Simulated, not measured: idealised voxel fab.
Herein follows the process module entitled voxel tone inversion.
In the cross-section labelled cut, the width is 285 nm and each square cell is 5 nm.
In what follows, cross-sections appear as grids of square cells, described through bands that run from the top down, where every band is one or more rows of cells.
Band entry format. Leading values: height of top, height of bottom, nm. Remainder: materials in left-to-right order, each with its width in nm. Special words: "throughout" on a single material, which then fills the band edge to edge; "empty", empty space.
Where do heights start? At 0: under that level the wafer as delivered is made of one material only. And the lowest band has no floor; it just carries on downward, as in "0 down".
A width such as "30..40" changes by the same amount from each row of cells to the next, from the band's top row to its bottom row.
Any step labelled "remained the same" changed none of the cells in the cross-section.
The label "Unvented internal voids" introduces a list of the empty spaces, 8 cells or larger, that have no open way up to the top; each entry in it reads width x height at distance, where the distance is taken from the left edge and all three are stated in nm.
after a step's settings: what the simulator itself notes on the step
overlay nm: right-of-plan distance of the mask on a masked step; negative values mean left-of-plan.
## The process steps that were planned are listed below
1. RECEIVE: material Si
2. CONFORMAL_DEP: material SiN, thk nm 5
3. DIRECTIONAL_DEP: material aC, thk nm 20
4. PATTERN: tone cover, mask id POSTS, material resist, width nm 15, pitch nm 45, thk nm 30, overlay nm 0
5. DIRECTIONAL_ETCH: etch materials aC, depth nm 20
6. STRIP: etch materials resist
7. FILL_DEP: material lowk, thk nm 10
8. CMP: height nm 25
9. STRIP: etch materials aC
## Incoming wafer, cross-sectional view, post step 1
0 down | Si throughout
Unvented internal voids: none
## Final cross-section, module run with one mistake (start and plan as above)
25 to 5 | 105 of lowk  25 of empty  20 of lowk  25 of empty  110 of lowk
5 to 0 | SiN throughout
0 down | Si throughout
Unvented internal voids: none
Processing error: step 4 deviated from plan and actually ran as PATTERN: tone cover, mask id POSTS, material resist, width nm 25, pitch nm 45, thk nm 30, overlay nm 0
